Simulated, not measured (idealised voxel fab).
process module | voxel air gaps
cross-section cut | 240 nm wide | cells 5 nm
A cross-section is a grid of square cells, given in bands from the top down. A band is one or more rows of cells.
Each band's line starts with the height of the band's top and of its bottom, in nm. Then come its materials from left to right, each with its width in nm. One material with "throughout" fills the band from edge to edge. "air" is empty space.
Height 0 is the level under which the wafer as received is all one material. The lowest band goes on downwards, as in "0 down".
A width such as "30 to 40" changes by the same amount from each row of cells to the next, from the band's top row to its bottom row.
"no change" after a step means that no cell of the cross-section changed.
closed voids: empty space of 8 cells or more with no open way to the top, each as width x height at its distance from the left edge, in nm
after a step's settings: what the simulator itself notes on the step
overlay nm, on a step with a mask: how far to the right of its planned place the mask lay; to the left if negative
plan
1 op RECEIVE | material Si
2 op CONFORMAL_DEP | material SiO2 | thk nm 10
3 op CONFORMAL_DEP | material SiCN | thk nm 5
4 op DIRECTIONAL_DEP | material SiO2 | thk nm 40
5 op MASKED_ETCH | tone open | mask id LINES | width nm 15 | pitch nm 45 | etch materials SiO2 | depth nm 40 | overlay nm 0
6 op CONFORMAL_DEP | material TiN | thk nm 5
7 op FILL_DEP | material Cu | thk nm 10
8 op CMP | height nm 55
9 op EPI | material Ru | thk nm 10
10 op SELECTIVE_ETCH | etch materials SiO2 | depth nm 50
11 op CONFORMAL_DEP | material SiCN | thk nm 5
first wafer, as planned
as received, after step 1
  0 down: Si throughout
  closed voids: none
after step 2
  10 to 0: SiO2 throughout
  below 0: unchanged
after step 3
  15 to 10: SiCN throughout
  below 10: unchanged
after step 4
  55 to 15: SiO2 throughout
  below 15: unchanged
after step 5
  55 to 15: SiO2 45 | air 15 | SiO2 30 | air 15 | SiO2 30 | air 15 | SiO2 30 | air 15 | SiO2 45
  below 15: unchanged
after step 6
  60 to 55: TiN 50 | air 5 | TiN 40 | air 5 | TiN 40 | air 5 | TiN 40 | air 5 | TiN 50
  55 to 20: SiO2 45 | TiN 5 | air 5 | TiN 5 | SiO2 30 | TiN 5 | air 5 | TiN 5 | SiO2 30 | TiN 5 | air 5 | TiN 5 | SiO2 30 | TiN 5 | air 5 | TiN 5 | SiO2 45
  20 to 15: SiO2 45 | TiN 15 | SiO2 30 | TiN 15 | SiO2 30 | TiN 15 | SiO2 30 | TiN 15 | SiO2 45
  below 15: unchanged
after step 7
  70 to 60: Cu throughout
  60 to 55: TiN 50 | Cu 5 | TiN 40 | Cu 5 | TiN 40 | Cu 5 | TiN 40 | Cu 5 | TiN 50
  55 to 20: SiO2 45 | TiN 5 | Cu 5 | TiN 5 | SiO2 30 | TiN 5 | Cu 5 | TiN 5 | SiO2 30 | TiN 5 | Cu 5 | TiN 5 | SiO2 30 | TiN 5 | Cu 5 | TiN 5 | SiO2 45
  below 20: unchanged
after step 8
  55 to 20: SiO2 45 | TiN 5 | Cu 5 | TiN 5 | SiO2 30 | TiN 5 | Cu 5 | TiN 5 | SiO2 30 | TiN 5 | Cu 5 | TiN 5 | SiO2 30 | TiN 5 | Cu 5 | TiN 5 | SiO2 45
  below 20: unchanged
after step 9
  65 to 55: air 35 | Ru 35 | air 10 | Ru 35 | air 10 | Ru 35 | air 10 | Ru 35 | air 35
  below 55: unchanged
after step 10
  65 to 55: air 35 | Ru 35 | air 10 | Ru 35 | air 10 | Ru 35 | air 10 | Ru 35 | air 35
  55 to 20: air 45 | TiN 5 | Cu 5 | TiN 5 | air 30 | TiN 5 | Cu 5 | TiN 5 | air 30 | TiN 5 | Cu 5 | TiN 5 | air 30 | TiN 5 | Cu 5 | TiN 5 | air 45
  20 to 15: air 45 | TiN 15 | air 30 | TiN 15 | air 30 | TiN 15 | air 30 | TiN 15 | air 45
  below 15: unchanged
after step 11
  70 to 65: air 30 | SiCN 180 | air 30
  65 to 55: air 30 | SiCN 5 | Ru 35 | SiCN 10 | Ru 35 | SiCN 10 | Ru 35 | SiCN 10 | Ru 35 | SiCN 5 | air 30
  55 to 50: air 30 | SiCN 15 | TiN 5 | Cu 5 | TiN 5 | SiCN 30 | TiN 5 | Cu 5 | TiN 5 | SiCN 30 | TiN 5 | Cu 5 | TiN 5 | SiCN 30 | TiN 5 | Cu 5 | TiN 5 | SiCN 15 | air 30
  50 to 20: air 40 | SiCN 5 | TiN 5 | Cu 5 | TiN 5 | SiCN 5 | air 20 | SiCN 5 | TiN 5 | Cu 5 | TiN 5 | SiCN 5 | air 20 | SiCN 5 | TiN 5 | Cu 5 | TiN 5 | SiCN 5 | air 20 | SiCN 5 | TiN 5 | Cu 5 | TiN 5 | SiCN 5 | air 40
  20 to 15: SiCN 45 | TiN 15 | SiCN 30 | TiN 15 | SiCN 30 | TiN 15 | SiCN 30 | TiN 15 | SiCN 45
  below 15: unchanged
  closed voids: 20 x 30 at 65; 20 x 30 at 110; 20 x 30 at 155
second wafer: like start, like plan, one mistake. Through step 4 it matches the first wafer
when step 5 should have ended
  55 to 15: air 45 | SiO2 15 | air 30 | SiO2 15 | air 30 | SiO2 15 | air 30 | SiO2 15 | air 45
  below 15: unchanged
when step 6 should have ended
  60 to 55: air 40 | TiN 25 | air 20 | TiN 25 | air 20 | TiN 25 | air 20 | TiN 25 | air 40
  55 to 20: air 40 | TiN 5 | SiO2 15 | TiN 5 | air 20 | TiN 5 | SiO2 15 | TiN 5 | air 20 | TiN 5 | SiO2 15 | TiN 5 | air 20 | TiN 5 | SiO2 15 | TiN 5 | air 40
  20 to 15: TiN 45 | SiO2 15 | TiN 30 | SiO2 15 | TiN 30 | SiO2 15 | TiN 30 | SiO2 15 | TiN 45
  below 15: unchanged
when step 7 should have ended
  70 to 60: Cu throughout
  60 to 55: Cu 40 | TiN 25 | Cu 20 | TiN 25 | Cu 20 | TiN 25 | Cu 20 | TiN 25 | Cu 40
  55 to 20: Cu 40 | TiN 5 | SiO2 15 | TiN 5 | Cu 20 | TiN 5 | SiO2 15 | TiN 5 | Cu 20 | TiN 5 | SiO2 15 | TiN 5 | Cu 20 | TiN 5 | SiO2 15 | TiN 5 | Cu 40
  below 20: unchanged
when step 8 should have ended
  55 to 20: Cu 40 | TiN 5 | SiO2 15 | TiN 5 | Cu 20 | TiN 5 | SiO2 15 | TiN 5 | Cu 20 | TiN 5 | SiO2 15 | TiN 5 | Cu 20 | TiN 5 | SiO2 15 | TiN 5 | Cu 40
  below 20: unchanged
when step 9 should have ended
  65 to 55: Ru throughout
  below 55: unchanged
when step 10 should have ended: no change
when step 11 should have ended
  70 to 65: SiCN throughout
  below 65: unchanged
what went wrong: step 5 ran as: op MASKED_ETCH | tone cover | mask id LINES | width nm 15 | pitch nm 45 | etch materials SiO2 | depth nm 40 | overlay nm 0
at the end the second wafer has, in cells: 168 more of Cu | 40 more of Ru | 112 fewer of SiCN | 96 more of SiO2 | 24 more of TiN
closed voids at the end (first wafer, second wafer): 3, 0
